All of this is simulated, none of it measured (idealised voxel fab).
process module | voxel released beams
cross-section cut | 190 nm wide | cells 5 nm
Square cells in a grid make up a cross-section in this document, and the grid is given as bands, listed from the top down, each one or more rows of cells. Per band: top height and bottom height in nm, followed by the left-to-right materials and their widths in nm; "all across" marks a single material spanning edge to edge, "empty" marks empty space. Heights are measured from 0, the level below which the as-received wafer is all one material; the lowest band has no bottom and continues downward, written as in "from 0 down". Think of "30..40" as a width that walks from the first number to the second as you go down the band, top row to bottom row, taking equal-sized steps from row to row. Step marked "nothing changed"? Then no cell in the cross-section changed in it. "Completely enclosed voids" lists enclosed empty spaces (at least 8 cells, no open path upward to the top), each as width x height at distance from the left edge, in nm. Post-settings text on a step line: simulator's own remark regarding the step. On any step carrying a mask, the "overlay nm" setting, if present on the step's line, tells how far right of its planned place the mask lay; negative values point to the left.

**List of planned process steps**
1,RECEIVE, material Si
2,CONFORMAL_DEP, material SiN, thk nm 5
3,DIRECTIONAL_DEP, material SiO2, thk nm 20
4,PATTERN, tone open, mask id ANCHOR, material resist, width nm 35, thk nm 15, overlay nm 0
5,DIRECTIONAL_ETCH, etch materials SiO2, depth nm 20
6,STRIP, etch materials resist
7,CONFORMAL_DEP, material W, thk nm 10
8,PATTERN, tone cover, mask id BEAM, material resist, width nm 120, thk nm 15, overlay nm 0
9,DIRECTIONAL_ETCH, etch materials W, depth nm 10
10,STRIP, etch materials resist
11,STRIP, etch materials SiO2

**Wafer as received: cross-section following step 1**
- from 0 down = Si all across
- Completely enclosed voids: none

**Result of the module, cross-sectioned: start per above, plan per above, one error in how it was run**
- from 30 to 20 = 30 of empty, 15 of W, 15 of empty, 90 of W, 40 of empty
- from 20 to 10 = 35 of empty, 10 of W, 15 of empty, 10 of W, 120 of empty
- from 10 to 0 = 35 of empty, 35 of W, 120 of empty
- from 0 down = Si all across
- Completely enclosed voids: none
What broke from the plan during processing? heads up, step 2 of the plan was skipped and never actually ran
